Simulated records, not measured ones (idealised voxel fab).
process module | voxel transistor to metal
cross-section cut | 300 nm wide | cells 5 nm
A cross-section is a grid of square cells, given in bands from the top down. A band is one or more rows of cells.
Each band's line starts with the height of the band's top and of its bottom, in nm. Then come its materials from left to right, each with its width in nm. One material with "throughout" fills the band from edge to edge. "air" is empty space.
Height 0 is the level under which the wafer as received is all one material. The lowest band goes on downwards, as in "0 down".
A width such as "30 to 40" changes by the same amount from each row of cells to the next, from the band's top row to its bottom row.
"no change" after a step means that no cell of the cross-section changed.
closed voids: empty space of 8 cells or more with no open way to the top, each as width x height at its distance from the left edge, in nm
after a step's settings: what the simulator itself notes on the step
overlay nm, on a step with a mask: how far to the right of its planned place the mask lay; to the left if negative
plan
1 op RECEIVE | material Si
2 op OXIDIZE | depth nm 5
3 op CONFORMAL_DEP | material SiN | thk nm 15
4 op MASKED_ETCH | tone cover | mask id ACTIVE | width nm 105 | pitch nm 130 | etch materials SiN | depth nm 15 | overlay nm 0
5 op MASKED_ETCH | tone cover | mask id ACTIVE | width nm 105 | pitch nm 130 | etch materials SiO2 | depth nm 5 | overlay nm 0
6 op MASKED_ETCH | tone cover | mask id ACTIVE | width nm 105 | pitch nm 130 | etch materials Si | depth nm 20 | overlay nm 0
7 op FILL_DEP | material SiO2 | thk nm 10
8 op CMP | height nm 15
9 op SELECTIVE_ETCH | etch materials SiO2 | depth nm 5
10 op STRIP | etch materials SiN
11 op SELECTIVE_ETCH | etch materials SiO2 | depth nm 5
12 op OXIDIZE | depth nm 5
13 op DIRECTIONAL_DEP | material polySi | thk nm 30
14 op DIRECTIONAL_DEP | material SiCN | thk nm 10
15 op PATTERN | tone cover | mask id GATE | material resist | width nm 15 | pitch nm 130 | thk nm 20 | overlay nm 0
16 op DIRECTIONAL_ETCH | etch materials SiCN | depth nm 20
17 op DIRECTIONAL_ETCH | etch materials polySi | depth nm 40
18 op STRIP | etch materials resist
19 op CONFORMAL_DEP | material SiN | thk nm 10
20 op DIRECTIONAL_ETCH | etch materials SiN | depth nm 10
21 op DIRECTIONAL_ETCH | etch materials SiO2 | depth nm 5
22 op DIRECTIONAL_ETCH | etch materials Si | depth nm 10
23 op EPI | material SiGe | thk nm 15
24 op FILL_DEP | material SiO2 | thk nm 10
25 op CMP | height nm 35
26 op DIRECTIONAL_DEP | material SiO2 | thk nm 15
27 op PATTERN | tone open | mask id CONTACT | material resist | width nm 20 | thk nm 20 | overlay nm 0
28 op DIRECTIONAL_ETCH | etch materials SiO2 | depth nm 45
29 op STRIP | etch materials resist
30 op CONFORMAL_DEP | material TiN | thk nm 5
31 op FILL_DEP | material W | thk nm 5
32 op CMP | height nm 50
33 op DIRECTIONAL_DEP | material TiN | thk nm 5
34 op DIRECTIONAL_DEP | material W | thk nm 20
35 op MASKED_ETCH | tone cover | mask id METAL_1 | width nm 20 | etch materials W | depth nm 20 | overlay nm 0
36 op MASKED_ETCH | tone cover | mask id METAL_1 | width nm 20 | etch materials TiN | depth nm 5 | overlay nm 0
37 op FILL_DEP | material SiO2 | thk nm 5
38 op CMP | height nm 75
39 op CONFORMAL_DEP | material SiCN | thk nm 5
40 op DIRECTIONAL_DEP | material lowk | thk nm 30
41 op DIRECTIONAL_DEP | material aC | thk nm 10
42 op PATTERN | tone open | mask id METAL_2 | material resist | width nm 20 | pitch nm 130 | thk nm 30 | overlay nm 0
43 op DIRECTIONAL_ETCH | etch materials aC | depth nm 10
44 op STRIP | etch materials resist
45 op DIRECTIONAL_ETCH | etch materials lowk | depth nm 15
46 op STRIP | etch materials aC
47 op DIRECTIONAL_DEP | material aC | thk nm 10
48 op PATTERN | tone open | mask id METAL_2_HOLES | material resist | width nm 15 | pitch nm 130 | thk nm 25 | overlay nm 0
49 op DIRECTIONAL_ETCH | etch materials aC | depth nm 10
50 op STRIP | etch materials resist
51 op DIRECTIONAL_ETCH | etch materials lowk | depth nm 15
52 op DIRECTIONAL_ETCH | etch materials SiCN | depth nm 5
53 op STRIP | etch materials aC
54 op CONFORMAL_DEP | material TiN | thk nm 5
55 op FILL_DEP | material Cu | thk nm 10
56 op CMP | height nm 110
57 op CONFORMAL_DEP | material SiCN | thk nm 5
as received, after step 1
  0 down: Si throughout
  closed voids: none
a wafer at the end: this start, this plan, one mistake
  115 to 110: SiCN throughout
  110 to 100: Cu 45 | TiN 5 | lowk 5 | TiN 5 | Cu 115 | TiN 5 | lowk 5 | TiN 5 | Cu 110
  100 to 95: TiN 50 | lowk 5 | TiN 125 | lowk 5 | TiN 115
  95 to 80: lowk throughout
  80 to 75: SiCN throughout
  75 to 55: SiO2 35 | W 20 | SiO2 55 | W 20 | SiO2 35 | W 20 | SiO2 55 | W 20 | SiO2 40
  55 to 50: SiO2 35 | TiN 20 | SiO2 55 | TiN 20 | SiO2 35 | TiN 20 | SiO2 55 | TiN 20 | SiO2 40
  50 to 35: SiO2 35 | TiN 5 | W 10 | TiN 5 | SiO2 55 | TiN 5 | W 10 | TiN 5 | SiO2 35 | TiN 5 | W 10 | TiN 5 | SiO2 55 | TiN 5 | W 10 | TiN 5 | SiO2 40
  35 to 25: SiO2 35 | TiN 5 | W 10 | TiN 5 | SiO2 10 | SiN 10 | SiCN 15 | SiN 10 | SiO2 10 | TiN 5 | W 10 | TiN 5 | SiO2 35 | TiN 5 | W 10 | TiN 5 | SiO2 10 | SiN 10 | SiCN 15 | SiN 10 | SiO2 10 | TiN 5 | W 10 | TiN 5 | SiO2 40
  25 to 10: SiO2 35 | TiN 5 | W 10 | TiN 5 | SiO2 10 | SiN 10 | polySi 15 | SiN 10 | SiO2 10 | TiN 5 | W 10 | TiN 5 | SiO2 35 | TiN 5 | W 10 | TiN 5 | SiO2 10 | SiN 10 | polySi 15 | SiN 10 | SiO2 10 | TiN 5 | W 10 | TiN 5 | SiO2 40
  10 to 5: SiO2 35 | TiN 20 | SiO2 10 | SiN 10 | polySi 15 | SiN 10 | SiO2 10 | TiN 20 | SiO2 35 | TiN 20 | SiO2 10 | SiN 10 | polySi 15 | SiN 10 | SiO2 10 | TiN 20 | SiO2 40
  5 to -5: SiO2 25 | SiN 10 | SiGe 30 | SiN 10 | polySi 15 | SiN 10 | SiGe 30 | SiN 10 | SiO2 15 | SiN 10 | SiGe 30 | SiN 10 | polySi 15 | SiN 10 | SiGe 30 | SiN 10 | SiO2 30
  -5 to -10: SiO2 35 | SiGe 30 | SiO2 35 | SiGe 30 | SiO2 35 | SiGe 30 | SiO2 35 | SiGe 30 | SiO2 40
  -10 to -20: SiO2 30 | Si 5 | SiGe 30 | Si 35 | SiGe 30 | Si 5 | SiO2 25 | Si 5 | SiGe 30 | Si 35 | SiGe 30 | Si 5 | SiO2 35
  -20 to -25: SiO2 30 | Si 105 | SiO2 25 | Si 105 | SiO2 35
  -25 down: Si throughout
  closed voids: none
what went wrong: step 42 ran as: op PATTERN | tone cover | mask id METAL_2 | material resist | width nm 20 | pitch nm 130 | thk nm 30 | overlay nm 0
